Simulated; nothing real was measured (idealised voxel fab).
Process module under the name voxel wiring stack
Square cell edge 5 nm, section width 290 nm, ID cut.
Reading order for cross-sections: top band down to bottom band. Underlying form: a grid of square cells. Band size: one or more rows of cells.
Read a band's entry like this: the first values are the height of its top and the height of its bottom in nm, and what follows is the sequence of materials from left to right, each with its width in nm. Note that "empty" is empty space, and that a single material marked "edge to edge" reaches across the band from edge to edge.
Counting heights begins at 0, where everything beneath is, in the wafer as received, one material. The lowest band has no bottom; it goes on downwards, as "from 0 down" shows.
The expression "30->40" gives the width at the extremes of the band, the first number at its top row of cells and the second at its bottom row, with the width changing by equal amounts from each row to the next in between.
Basically "all unchanged" means that step didn't change any cell in the cross-section.
Basically, "Closed cavities" tells you about the enclosed voids: empty spaces with no open way to the top, 8 cells or bigger, each written width x height at distance, where distance is from the left edge, all in nm.
The remark found on a step's line after its settings is issued by the simulator itself and pertains to that step.
overlay nm: how far to the right of its planned place the mask lay on this masked step (negative: to the left).

Process steps - plan:
1,RECEIVE with material Si
2,CONFORMAL_DEP with material SiO2, thk nm 15
3,DIRECTIONAL_DEP with material TiN, thk nm 5
4,DIRECTIONAL_DEP with material W, thk nm 20
5,DIRECTIONAL_DEP with material aC, thk nm 10
6,PATTERN with tone cover, mask id METAL_1, material resist, width nm 30, pitch nm 60, thk nm 25, overlay nm 0
7,DIRECTIONAL_ETCH with etch materials aC, depth nm 10
8,STRIP with etch materials resist
9,DIRECTIONAL_ETCH with etch materials W, depth nm 20
10,DIRECTIONAL_ETCH with etch materials TiN, depth nm 5
11,STRIP with etch materials aC
12,FILL_DEP with material SiO2, thk nm 5
13,CMP with height nm 40
14,CONFORMAL_DEP with material SiCN, thk nm 5
15,DIRECTIONAL_DEP with material lowk, thk nm 30
16,PATTERN with tone open, mask id METAL_2_HOLES, material resist, width nm 15, pitch nm 120, thk nm 15, overlay nm 0
17,DIRECTIONAL_ETCH with etch materials lowk, depth nm 30
18,STRIP with etch materials resist
19,PATTERN with tone open, mask id METAL_2, material resist, width nm 30, pitch nm 60, thk nm 20, overlay nm 0
20,DIRECTIONAL_ETCH with etch materials lowk, depth nm 20
21,DIRECTIONAL_ETCH with etch materials SiCN, depth nm 5
22,STRIP with etch materials resist
23,CONFORMAL_DEP with material TiN, thk nm 5
24,FILL_DEP with material Cu, thk nm 10
25,CMP with height nm 75
26,CONFORMAL_DEP with material SiCN, thk nm 5
27,DIRECTIONAL_DEP with material SiO2, thk nm 15
28,PATTERN with tone open, mask id PLUG_2, material resist, width nm 15, pitch nm 60, thk nm 15, overlay nm 0
29,DIRECTIONAL_ETCH with etch materials SiO2, depth nm 15
30,DIRECTIONAL_ETCH with etch materials SiCN, depth nm 5
31,STRIP with etch materials resist
32,EPI with material Ru, thk nm 10
33,EPI with material Ru, thk nm 10
34,DIRECTIONAL_DEP with material TiN, thk nm 5
35,DIRECTIONAL_DEP with material W, thk nm 20
36,DIRECTIONAL_DEP with material aC, thk nm 10
37,PATTERN with tone cover, mask id METAL_3, material resist, width nm 30, pitch nm 60, thk nm 25, overlay nm 0
38,DIRECTIONAL_ETCH with etch materials aC, depth nm 10
39,STRIP with etch materials resist
40,DIRECTIONAL_ETCH with etch materials W, depth nm 20
41,DIRECTIONAL_ETCH with etch materials TiN, depth nm 5
42,STRIP with etch materials aC
43,FILL_DEP with material lowk, thk nm 5
44,CMP with height nm 120
45,CONFORMAL_DEP with material SiCN, thk nm 5

First of two wafers, processed according to plan:

Step 1 complete: cross-section of the wafer as received:
from 0 down | Si edge to edge
Closed cavities: none

Take a look at the wafer's cross-section after step 2:
from 15 to 0 | SiO2 edge to edge
Everything below 0 is unchanged.

Take a look at the wafer's cross-section after step 3:
from 20 to 15 | TiN edge to edge
Everything below 15 is unchanged.

Take a look at the wafer's cross-section after step 4:
from 40 to 20 | W edge to edge
Everything below 20 is unchanged.

Take a look at the wafer's cross-section after step 5:
from 50 to 40 | aC edge to edge
Everything below 40 is unchanged.

Take a look at the wafer's cross-section after step 6:
from 75 to 50 | empty=70; resist=30; empty=30; resist=30; empty=30; resist=30; empty=70
Everything below 50 is unchanged.

Take a look at the wafer's cross-section after step 7:
from 65 to 50 | empty=70; resist=30; empty=30; resist=30; empty=30; resist=30; empty=70
from 50 to 40 | empty=70; aC=30; empty=30; aC=30; empty=30; aC=30; empty=70
Everything below 40 is unchanged.

Take a look at the wafer's cross-section after step 8:
from 50 to 40 | empty=70; aC=30; empty=30; aC=30; empty=30; aC=30; empty=70
Everything below 40 is unchanged.

Take a look at the wafer's cross-section after step 9:
from 50 to 40 | empty=70; aC=30; empty=30; aC=30; empty=30; aC=30; empty=70
from 40 to 20 | empty=70; W=30; empty=30; W=30; empty=30; W=30; empty=70
Everything below 20 is unchanged.

Take a look at the wafer's cross-section after step 10:
from 50 to 40 | empty=70; aC=30; empty=30; aC=30; empty=30; aC=30; empty=70
from 40 to 20 | empty=70; W=30; empty=30; W=30; empty=30; W=30; empty=70
from 20 to 15 | empty=70; TiN=30; empty=30; TiN=30; empty=30; TiN=30; empty=70
Everything below 15 is unchanged.

Take a look at the wafer's cross-section after step 11:
from 40 to 20 | empty=70; W=30; empty=30; W=30; empty=30; W=30; empty=70
Everything below 20 is unchanged.

Take a look at the wafer's cross-section after step 12:
from 45 to 40 | SiO2 edge to edge
from 40 to 20 | SiO2=70; W=30; SiO2=30; W=30; SiO2=30; W=30; SiO2=70
from 20 to 15 | SiO2=70; TiN=30; SiO2=30; TiN=30; SiO2=30; TiN=30; SiO2=70
Everything below 15 is unchanged.

Take a look at the wafer's cross-section after step 13:
from 40 to 20 | SiO2=70; W=30; SiO2=30; W=30; SiO2=30; W=30; SiO2=70
Everything below 20 is unchanged.

Take a look at the wafer's cross-section after step 14:
from 45 to 40 | SiCN edge to edge
Everything below 40 is unchanged.

Take a look at the wafer's cross-section after step 15:
from 75 to 45 | lowk edge to edge
Everything below 45 is unchanged.

Take a look at the wafer's cross-section after step 16:
from 90 to 75 | resist=70; empty=15; resist=105; empty=15; resist=85
Everything below 75 is unchanged.

Take a look at the wafer's cross-section after step 17:
from 90 to 75 | resist=70; empty=15; resist=105; empty=15; resist=85
from 75 to 45 | lowk=70; empty=15; lowk=105; empty=15; lowk=85
Everything below 45 is unchanged.

Take a look at the wafer's cross-section after step 18:
from 75 to 45 | lowk=70; empty=15; lowk=105; empty=15; lowk=85
Everything below 45 is unchanged.

Take a look at the wafer's cross-section after step 19:
from 95 to 75 | resist=70; empty=30; resist=30; empty=30; resist=30; empty=30; resist=70
Everything below 75 is unchanged.

Take a look at the wafer's cross-section after step 20:
from 95 to 75 | resist=70; empty=30; resist=30; empty=30; resist=30; empty=30; resist=70
from 75 to 55 | lowk=70; empty=30; lowk=30; empty=30; lowk=30; empty=30; lowk=70
Everything below 55 is unchanged.

Take a look at the wafer's cross-section after step 21:
from 95 to 75 | resist=70; empty=30; resist=30; empty=30; resist=30; empty=30; resist=70
from 75 to 55 | lowk=70; empty=30; lowk=30; empty=30; lowk=30; empty=30; lowk=70
from 55 to 45 | lowk=70; empty=15; lowk=105; empty=15; lowk=85
from 45 to 40 | SiCN=70; empty=15; SiCN=105; empty=15; SiCN=85
Everything below 40 is unchanged.

Take a look at the wafer's cross-section after step 22:
from 75 to 55 | lowk=70; empty=30; lowk=30; empty=30; lowk=30; empty=30; lowk=70
Everything below 55 is unchanged.

Take a look at the wafer's cross-section after step 23:
from 80 to 75 | TiN=75; empty=20; TiN=40; empty=20; TiN=40; empty=20; TiN=75
from 75 to 60 | lowk=70; TiN=5; empty=20; TiN=5; lowk=30; TiN=5; empty=20; TiN=5; lowk=30; TiN=5; empty=20; TiN=5; lowk=70
from 60 to 55 | lowk=70; TiN=5; empty=5; TiN=20; lowk=30; TiN=30; lowk=30; TiN=5; empty=5; TiN=20; lowk=70
from 55 to 45 | lowk=70; TiN=5; empty=5; TiN=5; lowk=105; TiN=5; empty=5; TiN=5; lowk=85
from 45 to 40 | SiCN=70; TiN=15; SiCN=105; TiN=15; SiCN=85
Everything below 40 is unchanged.

Take a look at the wafer's cross-section after step 24:
from 90 to 80 | Cu edge to edge
from 80 to 75 | TiN=75; Cu=20; TiN=40; Cu=20; TiN=40; Cu=20; TiN=75
from 75 to 60 | lowk=70; TiN=5; Cu=20; TiN=5; lowk=30; TiN=5; Cu=20; TiN=5; lowk=30; TiN=5; Cu=20; TiN=5; lowk=70
from 60 to 55 | lowk=70; TiN=5; Cu=5; TiN=20; lowk=30; TiN=30; lowk=30; TiN=5; Cu=5; TiN=20; lowk=70
from 55 to 45 | lowk=70; TiN=5; Cu=5; TiN=5; lowk=105; TiN=5; Cu=5; TiN=5; lowk=85
Everything below 45 is unchanged.

Take a look at the wafer's cross-section after step 25:
from 75 to 60 | lowk=70; TiN=5; Cu=20; TiN=5; lowk=30; TiN=5; Cu=20; TiN=5; lowk=30; TiN=5; Cu=20; TiN=5; lowk=70
Everything below 60 is unchanged.

Take a look at the wafer's cross-section after step 26:
from 80 to 75 | SiCN edge to edge
Everything below 75 is unchanged.

Take a look at the wafer's cross-section after step 27:
from 95 to 80 | SiO2 edge to edge
Everything below 80 is unchanged.

Take a look at the wafer's cross-section after step 28:
from 110 to 95 | resist=70; empty=15; resist=45; empty=15; resist=45; empty=15; resist=85
Everything below 95 is unchanged.

Take a look at the wafer's cross-section after step 29:
from 110 to 95 | resist=70; empty=15; resist=45; empty=15; resist=45; empty=15; resist=85
from 95 to 80 | SiO2=70; empty=15; SiO2=45; empty=15; SiO2=45; empty=15; SiO2=85
Everything below 80 is unchanged.

Take a look at the wafer's cross-section after step 30:
from 110 to 95 | resist=70; empty=15; resist=45; empty=15; resist=45; empty=15; resist=85
from 95 to 80 | SiO2=70; empty=15; SiO2=45; empty=15; SiO2=45; empty=15; SiO2=85
from 80 to 75 | SiCN=70; empty=15; SiCN=45; empty=15; SiCN=45; empty=15; SiCN=85
Everything below 75 is unchanged.

Take a look at the wafer's cross-section after step 31:
from 95 to 80 | SiO2=70; empty=15; SiO2=45; empty=15; SiO2=45; empty=15; SiO2=85
Everything below 80 is unchanged.

Take a look at the wafer's cross-section after step 32:
from 95 to 85 | SiO2=70; empty=15; SiO2=45; empty=15; SiO2=45; empty=15; SiO2=85
from 85 to 80 | SiO2=70; Ru=15; SiO2=45; Ru=15; SiO2=45; Ru=15; SiO2=85
from 80 to 75 | SiCN=70; Ru=15; SiCN=45; Ru=15; SiCN=45; Ru=15; SiCN=85
Everything below 75 is unchanged.

Take a look at the wafer's cross-section after step 33:
from 95 to 80 | SiO2=70; Ru=15; SiO2=45; Ru=15; SiO2=45; Ru=15; SiO2=85
Everything below 80 is unchanged.

Take a look at the wafer's cross-section after step 34:
from 100 to 95 | TiN edge to edge
Everything below 95 is unchanged.

Take a look at the wafer's cross-section after step 35:
from 120 to 100 | W edge to edge
Everything below 100 is unchanged.

Take a look at the wafer's cross-section after step 36:
from 130 to 120 | aC edge to edge
Everything below 120 is unchanged.

Take a look at the wafer's cross-section after step 37:
from 155 to 130 | empty=70; resist=30; empty=30; resist=30; empty=30; resist=30; empty=70
Everything below 130 is unchanged.

Take a look at the wafer's cross-section after step 38:
from 145 to 130 | empty=70; resist=30; empty=30; resist=30; empty=30; resist=30; empty=70
from 130 to 120 | empty=70; aC=30; empty=30; aC=30; empty=30; aC=30; empty=70
Everything below 120 is unchanged.

Take a look at the wafer's cross-section after step 39:
from 130 to 120 | empty=70; aC=30; empty=30; aC=30; empty=30; aC=30; empty=70
Everything below 120 is unchanged.

Take a look at the wafer's cross-section after step 40:
from 130 to 120 | empty=70; aC=30; empty=30; aC=30; empty=30; aC=30; empty=70
from 120 to 100 | empty=70; W=30; empty=30; W=30; empty=30; W=30; empty=70
Everything below 100 is unchanged.

Take a look at the wafer's cross-section after step 41:
from 130 to 120 | empty=70; aC=30; empty=30; aC=30; empty=30; aC=30; empty=70
from 120 to 100 | empty=70; W=30; empty=30; W=30; empty=30; W=30; empty=70
from 100 to 95 | empty=70; TiN=30; empty=30; TiN=30; empty=30; TiN=30; empty=70
Everything below 95 is unchanged.

Take a look at the wafer's cross-section after step 42:
from 120 to 100 | empty=70; W=30; empty=30; W=30; empty=30; W=30; empty=70
Everything below 100 is unchanged.

Take a look at the wafer's cross-section after step 43:
from 125 to 120 | lowk edge to edge
from 120 to 100 | lowk=70; W=30; lowk=30; W=30; lowk=30; W=30; lowk=70
from 100 to 95 | lowk=70; TiN=30; lowk=30; TiN=30; lowk=30; TiN=30; lowk=70
Everything below 95 is unchanged.

Take a look at the wafer's cross-section after step 44:
from 120 to 100 | lowk=70; W=30; lowk=30; W=30; lowk=30; W=30; lowk=70
Everything below 100 is unchanged.

Take a look at the wafer's cross-section after step 45:
from 125 to 120 | SiCN edge to edge
Everything below 120 is unchanged.

Regarding the second of the two wafers: it shared the first wafer's starting condition and process plan, yet one error occurred during its execution. Its history coincides with that of the first wafer up to and including step 18:

Cross-section of the second wafer at the time by which step 19 should have been completed according to the plan:
from 95 to 75 | resist=75; empty=20; resist=40; empty=20; resist=40; empty=20; resist=75
from 75 to 45 | lowk=70; resist=5; empty=10; lowk=105; resist=5; empty=10; lowk=85
Everything below 45 is unchanged.

Cross-section of the second wafer at the time by which step 20 should have been completed according to the plan:
from 95 to 75 | resist=75; empty=20; resist=40; empty=20; resist=40; empty=20; resist=75
from 75 to 55 | lowk=70; resist=5; empty=20; lowk=40; empty=20; lowk=35; resist=5; empty=20; lowk=75
Everything below 55 is unchanged.

Cross-section of the second wafer at the time by which step 21 should have been completed according to the plan:
from 95 to 75 | resist=75; empty=20; resist=40; empty=20; resist=40; empty=20; resist=75
from 75 to 55 | lowk=70; resist=5; empty=20; lowk=40; empty=20; lowk=35; resist=5; empty=20; lowk=75
from 55 to 45 | lowk=70; resist=5; empty=10; lowk=105; resist=5; empty=10; lowk=85
from 45 to 40 | SiCN=75; empty=10; SiCN=110; empty=10; SiCN=85
Everything below 40 is unchanged.

Cross-section of the second wafer at the time by which step 22 should have been completed according to the plan:
from 75 to 55 | lowk=70; empty=25; lowk=40; empty=20; lowk=35; empty=25; lowk=75
from 55 to 45 | lowk=70; empty=15; lowk=105; empty=15; lowk=85
Everything below 45 is unchanged.

Cross-section of the second wafer at the time by which step 23 should have been completed according to the plan:
from 80 to 75 | TiN=75; empty=15; TiN=50; empty=10; TiN=45; empty=15; TiN=80
from 75 to 60 | lowk=70; TiN=5; empty=15; TiN=5; lowk=40; TiN=5; empty=10; TiN=5; lowk=35; TiN=5; empty=15; TiN=5; lowk=75
from 60 to 55 | lowk=70; TiN=5; empty=5; TiN=15; lowk=40; TiN=20; lowk=35; TiN=5; empty=5; TiN=15; lowk=75
from 55 to 50 | lowk=70; TiN=5; empty=5; TiN=5; lowk=105; TiN=5; empty=5; TiN=5; lowk=85
from 50 to 45 | lowk=70; TiN=15; lowk=105; TiN=15; lowk=85
from 45 to 40 | SiCN=75; TiN=10; SiCN=110; TiN=10; SiCN=85
Everything below 40 is unchanged.

Cross-section of the second wafer at the time by which step 24 should have been completed according to the plan:
from 90 to 80 | Cu edge to edge
from 80 to 75 | TiN=75; Cu=15; TiN=50; Cu=10; TiN=45; Cu=15; TiN=80
from 75 to 60 | lowk=70; TiN=5; Cu=15; TiN=5; lowk=40; TiN=5; Cu=10; TiN=5; lowk=35; TiN=5; Cu=15; TiN=5; lowk=75
from 60 to 55 | lowk=70; TiN=5; Cu=5; TiN=15; lowk=40; TiN=20; lowk=35; TiN=5; Cu=5; TiN=15; lowk=75
from 55 to 50 | lowk=70; TiN=5; Cu=5; TiN=5; lowk=105; TiN=5; Cu=5; TiN=5; lowk=85
Everything below 50 is unchanged.

Cross-section of the second wafer at the time by which step 25 should have been completed according to the plan:
from 75 to 60 | lowk=70; TiN=5; Cu=15; TiN=5; lowk=40; TiN=5; Cu=10; TiN=5; lowk=35; TiN=5; Cu=15; TiN=5; lowk=75
Everything below 60 is unchanged.

Cross-section of the second wafer at the time by which step 26 should have been completed according to the plan:
from 80 to 75 | SiCN edge to edge
Everything below 75 is unchanged.

Cross-section of the second wafer at the time by which step 27 should have been completed according to the plan:
from 95 to 80 | SiO2 edge to edge
Everything below 80 is unchanged.

Cross-section of the second wafer at the time by which step 28 should have been completed according to the plan:
from 110 to 95 | resist=70; empty=15; resist=45; empty=15; resist=45; empty=15; resist=85
Everything below 95 is unchanged.

Cross-section of the second wafer at the time by which step 29 should have been completed according to the plan:
from 110 to 95 | resist=70; empty=15; resist=45; empty=15; resist=45; empty=15; resist=85
from 95 to 80 | SiO2=70; empty=15; SiO2=45; empty=15; SiO2=45; empty=15; SiO2=85
Everything below 80 is unchanged.

Cross-section of the second wafer at the time by which step 30 should have been completed according to the plan:
from 110 to 95 | resist=70; empty=15; resist=45; empty=15; resist=45; empty=15; resist=85
from 95 to 80 | SiO2=70; empty=15; SiO2=45; empty=15; SiO2=45; empty=15; SiO2=85
from 80 to 75 | SiCN=70; empty=15; SiCN=45; empty=15; SiCN=45; empty=15; SiCN=85
Everything below 75 is unchanged.

Cross-section of the second wafer at the time by which step 31 should have been completed according to the plan:
from 95 to 80 | SiO2=70; empty=15; SiO2=45; empty=15; SiO2=45; empty=15; SiO2=85
Everything below 80 is unchanged.

Cross-section of the second wafer at the time by which step 32 should have been completed according to the plan:
from 95 to 85 | SiO2=70; empty=15; SiO2=45; empty=15; SiO2=45; empty=15; SiO2=85
from 85 to 80 | SiO2=70; Ru=15; SiO2=45; Ru=15; SiO2=45; Ru=15; SiO2=85
from 80 to 75 | SiCN=70; Ru=15; SiCN=45; Ru=15; SiCN=45; Ru=15; SiCN=85
Everything below 75 is unchanged.

Cross-section of the second wafer at the time by which step 33 should have been completed according to the plan:
from 95 to 80 | SiO2=70; Ru=15; SiO2=45; Ru=15; SiO2=45; Ru=15; SiO2=85
Everything below 80 is unchanged.

Cross-section of the second wafer at the time by which step 34 should have been completed according to the plan:
from 100 to 95 | TiN edge to edge
Everything below 95 is unchanged.

Cross-section of the second wafer at the time by which step 35 should have been completed according to the plan:
from 120 to 100 | W edge to edge
Everything below 100 is unchanged.

Cross-section of the second wafer at the time by which step 36 should have been completed according to the plan:
from 130 to 120 | aC edge to edge
Everything below 120 is unchanged.

Cross-section of the second wafer at the time by which step 37 should have been completed according to the plan:
from 155 to 130 | empty=70; resist=30; empty=30; resist=30; empty=30; resist=30; empty=70
Everything below 130 is unchanged.

Cross-section of the second wafer at the time by which step 38 should have been completed according to the plan:
from 145 to 130 | empty=70; resist=30; empty=30; resist=30; empty=30; resist=30; empty=70
from 130 to 120 | empty=70; aC=30; empty=30; aC=30; empty=30; aC=30; empty=70
Everything below 120 is unchanged.

Cross-section of the second wafer at the time by which step 39 should have been completed according to the plan:
from 130 to 120 | empty=70; aC=30; empty=30; aC=30; empty=30; aC=30; empty=70
Everything below 120 is unchanged.

Cross-section of the second wafer at the time by which step 40 should have been completed according to the plan:
from 130 to 120 | empty=70; aC=30; empty=30; aC=30; empty=30; aC=30; empty=70
from 120 to 100 | empty=70; W=30; empty=30; W=30; empty=30; W=30; empty=70
Everything below 100 is unchanged.

Cross-section of the second wafer at the time by which step 41 should have been completed according to the plan:
from 130 to 120 | empty=70; aC=30; empty=30; aC=30; empty=30; aC=30; empty=70
from 120 to 100 | empty=70; W=30; empty=30; W=30; empty=30; W=30; empty=70
from 100 to 95 | empty=70; TiN=30; empty=30; TiN=30; empty=30; TiN=30; empty=70
Everything below 95 is unchanged.

Cross-section of the second wafer at the time by which step 42 should have been completed according to the plan:
from 120 to 100 | empty=70; W=30; empty=30; W=30; empty=30; W=30; empty=70
Everything below 100 is unchanged.

Cross-section of the second wafer at the time by which step 43 should have been completed according to the plan:
from 125 to 120 | lowk edge to edge
from 120 to 100 | lowk=70; W=30; lowk=30; W=30; lowk=30; W=30; lowk=70
from 100 to 95 | lowk=70; TiN=30; lowk=30; TiN=30; lowk=30; TiN=30; lowk=70
Everything below 95 is unchanged.

Cross-section of the second wafer at the time by which step 44 should have been completed according to the plan:
from 120 to 100 | lowk=70; W=30; lowk=30; W=30; lowk=30; W=30; lowk=70
Everything below 100 is unchanged.

Cross-section of the second wafer at the time by which step 45 should have been completed according to the plan:
from 125 to 120 | SiCN edge to edge
Everything below 120 is unchanged.
Diagnosis: planned and actual differ for step 19; actual: PATTERN with tone open, mask id METAL_2, material resist, width nm 20, pitch nm 60, thk nm 20, overlay nm 0
Heads up, by the end the second wafer has more or fewer cells of some materials compared to the first: Cu: 14 fewer; SiCN: 2 more; TiN: 4 fewer; lowk: 16 more
